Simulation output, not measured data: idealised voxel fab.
process module | voxel fin reveal
cross-section cut | 205 nm wide | cells 5 nm
A cross-section is a grid of square cells, given in bands from the top down. A band is one or more rows of cells.
Each band's line starts with the height of the band's top and of its bottom, in nm. Then come its materials from left to right, each with its width in nm. One material with "throughout" fills the band from edge to edge. "air" is empty space.
Height 0 is the level under which the wafer as received is all one material. The lowest band goes on downwards, as in "0 down".
A width such as "30 to 40" changes by the same amount from each row of cells to the next, from the band's top row to its bottom row.
"no change" after a step means that no cell of the cross-section changed.
closed voids: empty space of 8 cells or more with no open way to the top, each as width x height at its distance from the left edge, in nm
after a step's settings: what the simulator itself notes on the step
overlay nm, on a step with a mask: how far to the right of its planned place the mask lay; to the left if negative
plan
1 op RECEIVE | material Si
2 op CONFORMAL_DEP | material SiN | thk nm 5
3 op DIRECTIONAL_DEP | material aC | thk nm 10
4 op PATTERN | tone cover | mask id FINS | material resist | width nm 15 | pitch nm 45 | thk nm 30 | overlay nm 0
5 op DIRECTIONAL_ETCH | etch materials aC | depth nm 10
6 op STRIP | etch materials resist
7 op DIRECTIONAL_ETCH | etch materials SiN | depth nm 5
8 op DIRECTIONAL_ETCH | etch materials Si | depth nm 35
9 op STRIP | etch materials aC
10 op FILL_DEP | material SiO2 | thk nm 15
11 op CMP | height nm 5
12 op SELECTIVE_ETCH | etch materials SiO2 | depth nm 15
13 op STRIP | etch materials SiN
14 op CONFORMAL_DEP | material HfO2 | thk nm 5
first wafer, as planned
as received, after step 1
  0 down: Si throughout
  closed voids: none
after step 2
  5 to 0: SiN throughout
  below 0: unchanged
after step 3
  15 to 5: aC throughout
  below 5: unchanged
after step 4
  45 to 15: air 50 | resist 15 | air 30 | resist 15 | air 30 | resist 15 | air 50
  below 15: unchanged
after step 5
  35 to 15: air 50 | resist 15 | air 30 | resist 15 | air 30 | resist 15 | air 50
  15 to 5: air 50 | aC 15 | air 30 | aC 15 | air 30 | aC 15 | air 50
  below 5: unchanged
after step 6
  15 to 5: air 50 | aC 15 | air 30 | aC 15 | air 30 | aC 15 | air 50
  below 5: unchanged
after step 7
  15 to 5: air 50 | aC 15 | air 30 | aC 15 | air 30 | aC 15 | air 50
  5 to 0: air 50 | SiN 15 | air 30 | SiN 15 | air 30 | SiN 15 | air 50
  below 0: unchanged
after step 8
  15 to 5: air 50 | aC 15 | air 30 | aC 15 | air 30 | aC 15 | air 50
  5 to 0: air 50 | SiN 15 | air 30 | SiN 15 | air 30 | SiN 15 | air 50
  0 to -35: air 50 | Si 15 | air 30 | Si 15 | air 30 | Si 15 | air 50
  below -35: unchanged
after step 9
  5 to 0: air 50 | SiN 15 | air 30 | SiN 15 | air 30 | SiN 15 | air 50
  below 0: unchanged
after step 10
  20 to 5: SiO2 throughout
  5 to 0: SiO2 50 | SiN 15 | SiO2 30 | SiN 15 | SiO2 30 | SiN 15 | SiO2 50
  0 to -35: SiO2 50 | Si 15 | SiO2 30 | Si 15 | SiO2 30 | Si 15 | SiO2 50
  below -35: unchanged
after step 11
  5 to 0: SiO2 50 | SiN 15 | SiO2 30 | SiN 15 | SiO2 30 | SiN 15 | SiO2 50
  below 0: unchanged
after step 12
  5 to 0: air 50 | SiN 15 | air 30 | SiN 15 | air 30 | SiN 15 | air 50
  0 to -10: air 50 | Si 15 | air 30 | Si 15 | air 30 | Si 15 | air 50
  below -10: unchanged
after step 13
  0 to -10: air 50 | Si 15 | air 30 | Si 15 | air 30 | Si 15 | air 50
  below -10: unchanged
after step 14
  5 to 0: air 45 | HfO2 25 | air 20 | HfO2 25 | air 20 | HfO2 25 | air 45
  0 to -5: air 45 | HfO2 5 | Si 15 | HfO2 5 | air 20 | HfO2 5 | Si 15 | HfO2 5 | air 20 | HfO2 5 | Si 15 | HfO2 5 | air 45
  -5 to -10: HfO2 50 | Si 15 | HfO2 30 | Si 15 | HfO2 30 | Si 15 | HfO2 50
  below -10: unchanged
second wafer: like start, like plan, one mistake. Through step 9 it matches the first wafer
when step 10 should have ended
  20 to 5: aC throughout
  5 to 0: aC 50 | SiN 15 | aC 30 | SiN 15 | aC 30 | SiN 15 | aC 50
  0 to -35: aC 50 | Si 15 | aC 30 | Si 15 | aC 30 | Si 15 | aC 50
  below -35: unchanged
when step 11 should have ended
  5 to 0: aC 50 | SiN 15 | aC 30 | SiN 15 | aC 30 | SiN 15 | aC 50
  below 0: unchanged
when step 12 should have ended: no change
when step 13 should have ended
  5 to 0: aC 50 | air 15 | aC 30 | air 15 | aC 30 | air 15 | aC 50
  below 0: unchanged
when step 14 should have ended
  10 to 5: HfO2 55 | air 5 | HfO2 40 | air 5 | HfO2 40 | air 5 | HfO2 55
  5 to 0: aC 50 | HfO2 15 | aC 30 | HfO2 15 | aC 30 | HfO2 15 | aC 50
  below 0: unchanged
what went wrong: step 10 ran as: op FILL_DEP | material aC | thk nm 15
at the end the second wafer has, in cells: 6 fewer of HfO2 | 160 fewer of SiO2 | 256 more of aC
